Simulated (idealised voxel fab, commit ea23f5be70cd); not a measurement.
Title: Process Module voxel gate over fins
This is section cut - it's 275 nm across, gridded in 5 nm square cells.
Cross-section format: a grid of square cells, given as bands from top to bottom; each band is one or more rows of cells. Band: top and bottom heights (nm) first, top before bottom; then materials from left to right, widths in nm. "all across" marks a sole material filling the band edge to edge. "blank" denotes empty space. It should be noted that heights are counted from 0, beneath which the wafer as supplied is of one material throughout, and that the lowest band possesses no lower boundary but continues downward, as written in "from 0 down". Width: "30->40" (first number = top row, second number = bottom row, same change from row to row of cells). Any step labelled "same as before" changed none of the cells in the cross-section. "Enclosed empty spaces" - sealed voids, min. 8 cells, no opening to top; format: width x height at distance (distance from left edge; nm throughout). What comes after the settings on a step's line is commentary from the simulator itself on that step. Each step line may optionally specify "overlay nm", which for a step with a mask gives the rightward distance between the mask's planned place and where it lay, a negative value indicating the leftward direction.

[Steps in the process plan]
| 1 | op RECEIVE | material Si |
| 2 | op CONFORMAL_DEP | material SiN | thk nm 10 |
| 3 | op DIRECTIONAL_DEP | material aC | thk nm 15 |
| 4 | op PATTERN | tone cover | mask id FINS | material resist | width nm 15 | pitch nm 50 | thk nm 35 | overlay nm 0 |
| 5 | op DIRECTIONAL_ETCH | etch materials aC | depth nm 15 |
| 6 | op STRIP | etch materials resist |
| 7 | op DIRECTIONAL_ETCH | etch materials SiN | depth nm 10 |
| 8 | op DIRECTIONAL_ETCH | etch materials Si | depth nm 40 |
| 9 | op STRIP | etch materials aC |
| 10 | op OXIDIZE | depth nm 5 |
| 11 | op FILL_DEP | material SiO2 | thk nm 15 |
| 12 | op CMP | height nm 10 |
| 13 | op MASKED_ETCH | tone open | mask id RAIL | width nm 15 | etch materials SiO2 | depth nm 45 | overlay nm 0 |
| 14 | op CONFORMAL_DEP | material TiN | thk nm 5 |
| 15 | op FILL_DEP | material W | thk nm 10 |
| 16 | op CMP | height nm 10 |
| 17 | op SELECTIVE_ETCH | etch materials W Ru TiN | depth nm 30 |
| 18 | op FILL_DEP | material SiO2 | thk nm 5 |
| 19 | op CMP | height nm 10 |
| 20 | op SELECTIVE_ETCH | etch materials SiO2 | depth nm 20 |
| 21 | op STRIP | etch materials SiN |
| 22 | op CONFORMAL_DEP | material HfO2 | thk nm 5 |
| 23 | op CONFORMAL_DEP | material TiN | thk nm 5 |
| 24 | op CONFORMAL_DEP | material TiAl | thk nm 5 |
| 25 | op CONFORMAL_DEP | material TiN | thk nm 5 |
| 26 | op FILL_DEP | material W | thk nm 15 |
| 27 | op CMP | height nm 30 |
| 28 | op CONFORMAL_DEP | material SiCN | thk nm 10 |

[Incoming wafer, cross-sectional view, post step 1]
from 0 down: Si all across
Enclosed empty spaces: none

[First wafer of two, sectioned at end of module; run went per plan]
from 40 to 30: SiCN all across
from 30 to 20: W all across
from 20 to 15: W (90), TiN (45), W (5), TiN (45), W (90)
from 15 to 10: W (90), TiN (5), TiAl (35), TiN (5), W (5), TiN (5), TiAl (35), TiN (5), W (90)
from 10 to 5: TiN (95), TiAl (5), TiN (25), TiAl (5), TiN (15), TiAl (5), TiN (25), TiAl (5), TiN (95)
from 5 to 0: TiAl (100), TiN (5), HfO2 (15), TiN (5), TiAl (25), TiN (5), HfO2 (15), TiN (5), TiAl (100)
from 0 to -5: TiN (105), HfO2 (5), Si (5), HfO2 (5), TiN (35), HfO2 (5), Si (5), HfO2 (5), TiN (105)
from -5 to -10: HfO2 (110), Si (5), HfO2 (45), Si (5), HfO2 (110)
from -10 to -20: SiO2 (110), Si (5), SiO2 (45), Si (5), SiO2 (110)
from -20 to -30: SiO2 (110), Si (5), SiO2 (15), TiN (5), W (5), TiN (5), SiO2 (15), Si (5), SiO2 (110)
from -30 to -35: SiO2 (110), Si (5), SiO2 (15), TiN (15), SiO2 (15), Si (5), SiO2 (110)
from -35 to -45: SiO2 (110), Si (5), SiO2 (45), Si (5), SiO2 (110)
from -45 down: Si all across
Enclosed empty spaces: none

[Here is the second of the two wafers cut open at the end of the module - same start, same plan as the first one, but we made one mistake running it]
from 40 to 30: SiCN all across
from 30 to 20: W all across
from 20 to 15: TiN all across
from 15 to 10: TiAl all across
from 10 to 5: TiN (110), TiAl (5), TiN (45), TiAl (5), TiN (110)
from 5 to 0: HfO2 (105), TiN (5), TiAl (5), TiN (5), HfO2 (35), TiN (5), TiAl (5), TiN (5), HfO2 (105)
from 0 to -5: Si (100), HfO2 (5), TiN (15), HfO2 (5), Si (25), HfO2 (5), TiN (15), HfO2 (5), Si (100)
from -5 to -10: Si (100), HfO2 (25), Si (25), HfO2 (25), Si (100)
from -10 to -45: Si (100), SiO2 (25), Si (25), SiO2 (25), Si (100)
from -45 down: Si all across
Enclosed empty spaces: none
Misprocessing identified: heads up, step 4 didn't go per plan, it actually ran as op PATTERN | tone open | mask id FINS | material resist | width nm 15 | pitch nm 50 | thk nm 35 | overlay nm 0
At the finish, the second wafer shows more or fewer cells for some materials than the first does: 387 more of Si; 292 fewer of SiO2; 4 fewer of TiAl; 15 fewer of TiN; 76 fewer of W
